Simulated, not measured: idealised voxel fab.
process module | voxel capacitor over wiring
cross-section cut | 300 nm wide | cells 5 nm
A cross-section is a grid of square cells, given in bands from the top down. A band is one or more rows of cells.
Each band's line starts with the height of the band's top and of its bottom, in nm. Then come its materials from left to right, each with its width in nm. One material with "throughout" fills the band from edge to edge. "air" is empty space.
Height 0 is the level under which the wafer as received is all one material. The lowest band goes on downwards, as in "0 down".
A width such as "30 to 40" changes by the same amount from each row of cells to the next, from the band's top row to its bottom row.
"no change" after a step means that no cell of the cross-section changed.
closed voids: empty space of 8 cells or more with no open way to the top, each as width x height at its distance from the left edge, in nm
after a step's settings: what the simulator itself notes on the step
overlay nm, on a step with a mask: how far to the right of its planned place the mask lay; to the left if negative
plan
1 op RECEIVE | material Si
2 op CONFORMAL_DEP | material SiO2 | thk nm 15
3 op DIRECTIONAL_DEP | material TiN | thk nm 5
4 op DIRECTIONAL_DEP | material Ru | thk nm 20
5 op PATTERN | tone cover | mask id METAL_1 | material resist | width nm 20 | pitch nm 75 | thk nm 20 | overlay nm 0
6 op DIRECTIONAL_ETCH | etch materials Ru | depth nm 20
7 op DIRECTIONAL_ETCH | etch materials TiN | depth nm 5
8 op STRIP | etch materials resist
9 op FILL_DEP | material SiO2 | thk nm 5
10 op CMP | height nm 40
11 op CONFORMAL_DEP | material SiCN | thk nm 5
12 op DIRECTIONAL_DEP | material lowk | thk nm 20
13 op MASKED_ETCH | tone open | mask id PLUG_1 | width nm 15 | etch materials lowk | depth nm 20 | overlay nm 0
14 op MASKED_ETCH | tone open | mask id PLUG_1 | width nm 15 | etch materials SiCN | depth nm 5 | overlay nm 0
15 op EPI | material Ru | thk nm 10
16 op EPI | material Ru | thk nm 10
17 op EPI | material Ru | thk nm 5
18 op DIRECTIONAL_DEP | material TiN | thk nm 5
19 op DIRECTIONAL_DEP | material SiN | thk nm 5
20 op DIRECTIONAL_DEP | material TiN | thk nm 10
21 op PATTERN | tone cover | mask id UPPER_PLATE | material resist | width nm 60 | thk nm 20 | overlay nm 0
22 op DIRECTIONAL_ETCH | etch materials TiN | depth nm 10
23 op DIRECTIONAL_ETCH | etch materials SiN | depth nm 5
24 op STRIP | etch materials resist
25 op MASKED_ETCH | tone cover | mask id LOWER_PLATE | width nm 70 | etch materials TiN | depth nm 5 | overlay nm 0
26 op FILL_DEP | material SiO2 | thk nm 15
27 op CMP | height nm 95
28 op PATTERN | tone open | mask id PLUG_2 | material resist | width nm 15 | thk nm 15 | overlay nm 0
29 op DIRECTIONAL_ETCH | etch materials SiO2 | depth nm 10
30 op STRIP | etch materials resist
31 op CONFORMAL_DEP | material TiN | thk nm 5
32 op FILL_DEP | material W | thk nm 10
33 op CMP | height nm 95
34 op CONFORMAL_DEP | material SiCN | thk nm 5
as received, after step 1
  0 down: Si throughout
  closed voids: none
first wafer at the end, as planned
  100 to 95: SiCN throughout
  95 to 90: SiO2 115 | TiN 5 | W 5 | TiN 5 | SiO2 170
  90 to 85: SiO2 115 | TiN 15 | SiO2 170
  85 to 75: SiO2 105 | TiN 60 | SiO2 135
  75 to 70: SiO2 105 | SiN 60 | SiO2 135
  70 to 65: SiO2 100 | TiN 70 | SiO2 130
  65 to 45: lowk 105 | Ru 15 | lowk 180
  45 to 40: SiCN 105 | Ru 15 | SiCN 180
  40 to 20: SiO2 100 | Ru 20 | SiO2 55 | Ru 20 | SiO2 105
  20 to 15: SiO2 100 | TiN 20 | SiO2 55 | TiN 20 | SiO2 105
  15 to 0: SiO2 throughout
  0 down: Si throughout
  closed voids: none
second wafer at the end: like start, like plan, one mistake
  100 to 95: SiCN throughout
  95 to 90: SiO2 115 | TiN 5 | W 5 | TiN 5 | SiO2 170
  90 to 85: SiO2 115 | TiN 15 | SiO2 170
  85 to 75: SiO2 105 | TiN 15 | SiO2 180
  75 to 70: SiO2 105 | SiN 15 | SiO2 180
  70 to 65: SiO2 105 | TiN 15 | SiO2 180
  65 to 55: SiO2 105 | lowk 15 | TiN 45 | SiO2 135
  55 to 50: SiO2 105 | lowk 15 | SiN 45 | SiO2 135
  50 to 45: SiO2 100 | TiN 5 | lowk 15 | TiN 50 | SiO2 130
  45 to 40: SiCN throughout
  40 to 20: SiO2 100 | Ru 20 | SiO2 55 | Ru 20 | SiO2 105
  20 to 15: SiO2 100 | TiN 20 | SiO2 55 | TiN 20 | SiO2 105
  15 to 0: SiO2 throughout
  0 down: Si throughout
  closed voids: none
what went wrong: step 13 ran as: op MASKED_ETCH | tone cover | mask id PLUG_1 | width nm 15 | etch materials lowk | depth nm 20 | overlay nm 0
at the end the second wafer has, in cells: 15 fewer of Ru | 3 more of SiCN | 228 more of SiO2 | 216 fewer of lowk
